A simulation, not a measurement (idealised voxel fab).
Process module name: voxel self aligned contacts
FYI the section here is cut, 210 nm wide, cells are 5 nm squares.
A cross-section in this document is a grid of square cells, and it is written down as bands, the top band listed before the ones below it; a band is made up of one or more rows of cells. The entry gives the band's vertical extent as a top height and a bottom height in nm, then its horizontal make-up as materials from left to right, each with a width in nm. "air" stands for empty space; a single material marked "full width" fills the band edge to edge. For the purposes of this specification, 0 denotes the height below which the wafer in its as-received condition is composed wholly of one material, and the lowermost band, lacking a lower limit, extends downward without end, as expressed in "0 -> down". A two-number width, for instance "30..40", indicates that the width is equal to the first number in the top row of the band and to the second number in the bottom row, and that it changes by a constant amount per row of cells. Step marked "stayed the same"? Then no cell in the cross-section changed in it. "Closed void entries" means: voids of 8 cells or more that are shut off from the top with no open way through. Written width x height at distance, distance from the left edge, in nm. What comes after the settings on a step's line is commentary from the simulator itself on that step. Steps that use a mask can have "overlay nm" on their line. It says how far the mask sat to the right of where it was meant to be. Negative means to the left.
This section lists the process steps that were planned
1: RECEIVE | material Si
2: OXIDIZE | depth nm 5
3: DIRECTIONAL_DEP | material polySi | thk nm 30
4: DIRECTIONAL_DEP | material SiN | thk nm 20
5: PATTERN | tone cover | mask id GATE | material resist | width nm 30 | pitch nm 65 | thk nm 20 | overlay nm 0
6: DIRECTIONAL_ETCH | etch materials SiN | depth nm 20
7: DIRECTIONAL_ETCH | etch materials polySi | depth nm 30
8: STRIP | etch materials resist
9: CONFORMAL_DEP | material SiN | thk nm 10
10: DIRECTIONAL_ETCH | etch materials SiN | depth nm 10
11: FILL_DEP | material SiO2 | thk nm 15
12: CMP | height nm 55
13: PATTERN | tone open | mask id CONTACT | material resist | width nm 45 | pitch nm 65 | thk nm 15 | overlay nm 0
14: DIRECTIONAL_ETCH | etch materials SiO2 | depth nm 60
15: STRIP | etch materials resist
16: CONFORMAL_DEP | material TiN | thk nm 5
17: FILL_DEP | material W | thk nm 5
18: CMP | height nm 55
19: CONFORMAL_DEP | material SiCN | thk nm 5
First out of two wafers; run went to plan
Here's what the wafer looked like in cross-section when it arrived - that's after step 1
> 0 -> down  Si full width
> Closed void entries: none
Upon completion of step 2, the wafer appears in cross-section as shown
> 0 -> -5  SiO2 full width
> Anything lower than -5 is untouched.
Upon completion of step 3, the wafer appears in cross-section as shown
> 30 -> 0  polySi full width
> Anything lower than 0 is untouched.
Upon completion of step 4, the wafer appears in cross-section as shown
> 50 -> 30  SiN full width
> Anything lower than 30 is untouched.
Upon completion of step 5, the wafer appears in cross-section as shown
> 70 -> 50  air: 25, then resist: 30, then air: 35, then resist: 30, then air: 35, then resist: 30, then air: 25
> Anything lower than 50 is untouched.
Upon completion of step 6, the wafer appears in cross-section as shown
> 70 -> 50  air: 25, then resist: 30, then air: 35, then resist: 30, then air: 35, then resist: 30, then air: 25
> 50 -> 30  air: 25, then SiN: 30, then air: 35, then SiN: 30, then air: 35, then SiN: 30, then air: 25
> Anything lower than 30 is untouched.
Upon completion of step 7, the wafer appears in cross-section as shown
> 70 -> 50  air: 25, then resist: 30, then air: 35, then resist: 30, then air: 35, then resist: 30, then air: 25
> 50 -> 30  air: 25, then SiN: 30, then air: 35, then SiN: 30, then air: 35, then SiN: 30, then air: 25
> 30 -> 0  air: 25, then polySi: 30, then air: 35, then polySi: 30, then air: 35, then polySi: 30, then air: 25
> Anything lower than 0 is untouched.
Upon completion of step 8, the wafer appears in cross-section as shown
> 50 -> 30  air: 25, then SiN: 30, then air: 35, then SiN: 30, then air: 35, then SiN: 30, then air: 25
> Anything lower than 30 is untouched.
Upon completion of step 9, the wafer appears in cross-section as shown
> 60 -> 30  air: 15, then SiN: 50, then air: 15, then SiN: 50, then air: 15, then SiN: 50, then air: 15
> 30 -> 10  air: 15, then SiN: 10, then polySi: 30, then SiN: 10, then air: 15, then SiN: 10, then polySi: 30, then SiN: 10, then air: 15, then SiN: 10, then polySi: 30, then SiN: 10, then air: 15
> 10 -> 0  SiN: 25, then polySi: 30, then SiN: 35, then polySi: 30, then SiN: 35, then polySi: 30, then SiN: 25
> Anything lower than 0 is untouched.
Upon completion of step 10, the wafer appears in cross-section as shown
> 50 -> 30  air: 15, then SiN: 50, then air: 15, then SiN: 50, then air: 15, then SiN: 50, then air: 15
> 30 -> 0  air: 15, then SiN: 10, then polySi: 30, then SiN: 10, then air: 15, then SiN: 10, then polySi: 30, then SiN: 10, then air: 15, then SiN: 10, then polySi: 30, then SiN: 10, then air: 15
> Anything lower than 0 is untouched.
Upon completion of step 11, the wafer appears in cross-section as shown
> 65 -> 50  SiO2 full width
> 50 -> 30  SiO2: 15, then SiN: 50, then SiO2: 15, then SiN: 50, then SiO2: 15, then SiN: 50, then SiO2: 15
> 30 -> 0  SiO2: 15, then SiN: 10, then polySi: 30, then SiN: 10, then SiO2: 15, then SiN: 10, then polySi: 30, then SiN: 10, then SiO2: 15, then SiN: 10, then polySi: 30, then SiN: 10, then SiO2: 15
> Anything lower than 0 is untouched.
Upon completion of step 12, the wafer appears in cross-section as shown
> 55 -> 50  SiO2 full width
> Anything lower than 50 is untouched.
Upon completion of step 13, the wafer appears in cross-section as shown
> 70 -> 55  resist: 50, then air: 45, then resist: 20, then air: 45, then resist: 50
> Anything lower than 55 is untouched.
Upon completion of step 14, the wafer appears in cross-section as shown
> 70 -> 55  resist: 50, then air: 45, then resist: 20, then air: 45, then resist: 50
> 55 -> 50  SiO2: 50, then air: 45, then SiO2: 20, then air: 45, then SiO2: 50
> 50 -> 30  SiO2: 15, then SiN: 50, then air: 15, then SiN: 50, then air: 15, then SiN: 50, then SiO2: 15
> 30 -> 0  SiO2: 15, then SiN: 10, then polySi: 30, then SiN: 10, then air: 15, then SiN: 10, then polySi: 30, then SiN: 10, then air: 15, then SiN: 10, then polySi: 30, then SiN: 10, then SiO2: 15
> 0 -> -5  SiO2: 65, then air: 15, then SiO2: 50, then air: 15, then SiO2: 65
> Anything lower than -5 is untouched.
Upon completion of step 15, the wafer appears in cross-section as shown
> 55 -> 50  SiO2: 50, then air: 45, then SiO2: 20, then air: 45, then SiO2: 50
> Anything lower than 50 is untouched.
Upon completion of step 16, the wafer appears in cross-section as shown
> 60 -> 55  TiN: 55, then air: 35, then TiN: 30, then air: 35, then TiN: 55
> 55 -> 50  SiO2: 50, then TiN: 20, then air: 5, then TiN: 20, then SiO2: 20, then TiN: 20, then air: 5, then TiN: 20, then SiO2: 50
> 50 -> 30  SiO2: 15, then SiN: 50, then TiN: 5, then air: 5, then TiN: 5, then SiN: 50, then TiN: 5, then air: 5, then TiN: 5, then SiN: 50, then SiO2: 15
> 30 -> 0  SiO2: 15, then SiN: 10, then polySi: 30, then SiN: 10, then TiN: 5, then air: 5, then TiN: 5, then SiN: 10, then polySi: 30, then SiN: 10, then TiN: 5, then air: 5, then TiN: 5, then SiN: 10, then polySi: 30, then SiN: 10, then SiO2: 15
> 0 -> -5  SiO2: 65, then TiN: 15, then SiO2: 50, then TiN: 15, then SiO2: 65
> Anything lower than -5 is untouched.
Upon completion of step 17, the wafer appears in cross-section as shown
> 65 -> 60  W full width
> 60 -> 55  TiN: 55, then W: 35, then TiN: 30, then W: 35, then TiN: 55
> 55 -> 50  SiO2: 50, then TiN: 20, then W: 5, then TiN: 20, then SiO2: 20, then TiN: 20, then W: 5, then TiN: 20, then SiO2: 50
> 50 -> 30  SiO2: 15, then SiN: 50, then TiN: 5, then W: 5, then TiN: 5, then SiN: 50, then TiN: 5, then W: 5, then TiN: 5, then SiN: 50, then SiO2: 15
> 30 -> 0  SiO2: 15, then SiN: 10, then polySi: 30, then SiN: 10, then TiN: 5, then W: 5, then TiN: 5, then SiN: 10, then polySi: 30, then SiN: 10, then TiN: 5, then W: 5, then TiN: 5, then SiN: 10, then polySi: 30, then SiN: 10, then SiO2: 15
> Anything lower than 0 is untouched.
Upon completion of step 18, the wafer appears in cross-section as shown
> 55 -> 50  SiO2: 50, then TiN: 20, then W: 5, then TiN: 20, then SiO2: 20, then TiN: 20, then W: 5, then TiN: 20, then SiO2: 50
> Anything lower than 50 is untouched.
Upon completion of step 19, the wafer appears in cross-section as shown
> 60 -> 55  SiCN full width
> Anything lower than 55 is untouched.
Okay, second wafer. Nothing different at the start, nothing different in the plan, just one mistake somewhere in the running. As far as step 3, counting that step, it's the first wafer all over again
Second wafer, sectioned view, at step 4's planned end time
> 55 -> 30  SiN full width
> Anything lower than 30 is untouched.
Second wafer, sectioned view, at step 5's planned end time
> 75 -> 55  air: 25, then resist: 30, then air: 35, then resist: 30, then air: 35, then resist: 30, then air: 25
> Anything lower than 55 is untouched.
Second wafer, sectioned view, at step 6's planned end time
> 75 -> 55  air: 25, then resist: 30, then air: 35, then resist: 30, then air: 35, then resist: 30, then air: 25
> 55 -> 35  air: 25, then SiN: 30, then air: 35, then SiN: 30, then air: 35, then SiN: 30, then air: 25
> Anything lower than 35 is untouched.
Second wafer, sectioned view, at step 7's planned end time: stayed the same
Second wafer, sectioned view, at step 8's planned end time
> 55 -> 35  air: 25, then SiN: 30, then air: 35, then SiN: 30, then air: 35, then SiN: 30, then air: 25
> Anything lower than 35 is untouched.
Second wafer, sectioned view, at step 9's planned end time
> 65 -> 45  air: 15, then SiN: 50, then air: 15, then SiN: 50, then air: 15, then SiN: 50, then air: 15
> 45 -> 30  SiN full width
> Anything lower than 30 is untouched.
Second wafer, sectioned view, at step 10's planned end time
> 55 -> 35  air: 15, then SiN: 50, then air: 15, then SiN: 50, then air: 15, then SiN: 50, then air: 15
> Anything lower than 35 is untouched.
Second wafer, sectioned view, at step 11's planned end time
> 70 -> 55  SiO2 full width
> 55 -> 35  SiO2: 15, then SiN: 50, then SiO2: 15, then SiN: 50, then SiO2: 15, then SiN: 50, then SiO2: 15
> Anything lower than 35 is untouched.
Second wafer, sectioned view, at step 12's planned end time
> 55 -> 35  SiO2: 15, then SiN: 50, then SiO2: 15, then SiN: 50, then SiO2: 15, then SiN: 50, then SiO2: 15
> Anything lower than 35 is untouched.
Second wafer, sectioned view, at step 13's planned end time
> 70 -> 55  resist: 50, then air: 45, then resist: 20, then air: 45, then resist: 50
> Anything lower than 55 is untouched.
Second wafer, sectioned view, at step 14's planned end time
> 70 -> 55  resist: 50, then air: 45, then resist: 20, then air: 45, then resist: 50
> 55 -> 35  SiO2: 15, then SiN: 50, then air: 15, then SiN: 50, then air: 15, then SiN: 50, then SiO2: 15
> Anything lower than 35 is untouched.
Second wafer, sectioned view, at step 15's planned end time
> 55 -> 35  SiO2: 15, then SiN: 50, then air: 15, then SiN: 50, then air: 15, then SiN: 50, then SiO2: 15
> Anything lower than 35 is untouched.
Second wafer, sectioned view, at step 16's planned end time
> 60 -> 55  TiN: 70, then air: 5, then TiN: 60, then air: 5, then TiN: 70
> 55 -> 40  SiO2: 15, then SiN: 50, then TiN: 5, then air: 5, then TiN: 5, then SiN: 50, then TiN: 5, then air: 5, then TiN: 5, then SiN: 50, then SiO2: 15
> 40 -> 35  SiO2: 15, then SiN: 50, then TiN: 15, then SiN: 50, then TiN: 15, then SiN: 50, then SiO2: 15
> Anything lower than 35 is untouched.
Second wafer, sectioned view, at step 17's planned end time
> 65 -> 60  W full width
> 60 -> 55  TiN: 70, then W: 5, then TiN: 60, then W: 5, then TiN: 70
> 55 -> 40  SiO2: 15, then SiN: 50, then TiN: 5, then W: 5, then TiN: 5, then SiN: 50, then TiN: 5, then W: 5, then TiN: 5, then SiN: 50, then SiO2: 15
> Anything lower than 40 is untouched.
Second wafer, sectioned view, at step 18's planned end time
> 55 -> 40  SiO2: 15, then SiN: 50, then TiN: 5, then W: 5, then TiN: 5, then SiN: 50, then TiN: 5, then W: 5, then TiN: 5, then SiN: 50, then SiO2: 15
> Anything lower than 40 is untouched.
Second wafer, sectioned view, at step 19's planned end time
> 60 -> 55  SiCN full width
> Anything lower than 55 is untouched.
Misprocessing identified: in deviation from the planned setting, step 4 was conducted as DIRECTIONAL_DEP | material SiN | thk nm 25
Heads up, by the end the second wafer has more or fewer cells of some materials compared to the first: SiN -30; SiO2 -54; TiN -44; W -16; polySi +144
